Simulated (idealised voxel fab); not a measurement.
voxel self aligned contacts: a process module
210 nm wide, 5 nm square cells: that's cross-section cut.
Cross-section, as written here: a square-cell grid given band by band from the top down, where a band holds one or more rows of cells.
Top, bottom (nm), then materials left to right with widths (nm); lone material tagged "throughout" fills the whole band edge to edge; "blank" = empty space.
Zero point of the height axis is 0; under it, received wafer = one material. Lowest band: continues down indefinitely, "0..down".
Think of "30..40" as a width that walks from the first number to the second as you go down the band, top row to bottom row, taking equal-sized steps from row to row.
Key: "remains unaltered" - step with no changed cell in the cross-section.
Entry "Trapped cavities". Content: empty spaces with no open connection to the top, size 8 cells or greater. Each: width x height at distance. Distance: from left edge. Unit: nm.
Post-settings text on a step line: simulator's own remark regarding the step.
A step's line can hold "overlay nm"; with a mask on that step, the setting says how far right of the planned place the mask lay, while a negative setting says it lay to the left.
**The planned process steps are enumerated hereunder**
step 1: RECEIVE, material Si
step 2: CONFORMAL_DEP, material SiO2, thk nm 5
step 3: DIRECTIONAL_DEP, material polySi, thk nm 20
step 4: DIRECTIONAL_DEP, material SiN, thk nm 15
step 5: DIRECTIONAL_DEP, material aC, thk nm 15
step 6: PATTERN, tone cover, mask id GATE, material resist, width nm 30, pitch nm 55, thk nm 30, overlay nm 0
step 7: DIRECTIONAL_ETCH, etch materials aC, depth nm 15
step 8: STRIP, etch materials resist
step 9: DIRECTIONAL_ETCH, etch materials SiN, depth nm 15
step 10: DIRECTIONAL_ETCH, etch materials polySi, depth nm 20
step 11: STRIP, etch materials aC
step 12: CONFORMAL_DEP, material SiN, thk nm 5
step 13: DIRECTIONAL_ETCH, etch materials SiN, depth nm 5
step 14: FILL_DEP, material SiO2, thk nm 20
step 15: CMP, height nm 50
step 16: DIRECTIONAL_DEP, material aC, thk nm 10
step 17: PATTERN, tone open, mask id CONTACT, material resist, width nm 35, thk nm 30, overlay nm 0
step 18: DIRECTIONAL_ETCH, etch materials aC, depth nm 10
step 19: STRIP, etch materials resist
step 20: DIRECTIONAL_ETCH, etch materials SiO2, depth nm 50
step 21: STRIP, etch materials aC
step 22: CONFORMAL_DEP, material TiN, thk nm 5
step 23: FILL_DEP, material W, thk nm 10
step 24: CMP, height nm 50
step 25: CONFORMAL_DEP, material SiN, thk nm 5
**Step 1 complete: cross-section of the wafer as received**
* 0..down | Si throughout
* Trapped cavities: none
**One mistake in running the module, otherwise start and plan as above: cross-section at the end**
* 55..50 | SiN throughout
* 50..40 | SiO2 85 / TiN 5..15 / W 25..5 / TiN 5..15 / SiO2 90
* 40..25 | SiO2 55 / SiN 40 / TiN 5 / W 5 / TiN 5 / SiN 40 / SiO2 60
* 25..20 | SiO2 95 / TiN 15 / SiO2 100
* 20..0 | polySi throughout
* 0..down | Si throughout
* Trapped cavities: none
Deviation noted in wafer processing: steps 2 and 3 traded places in the executed sequence
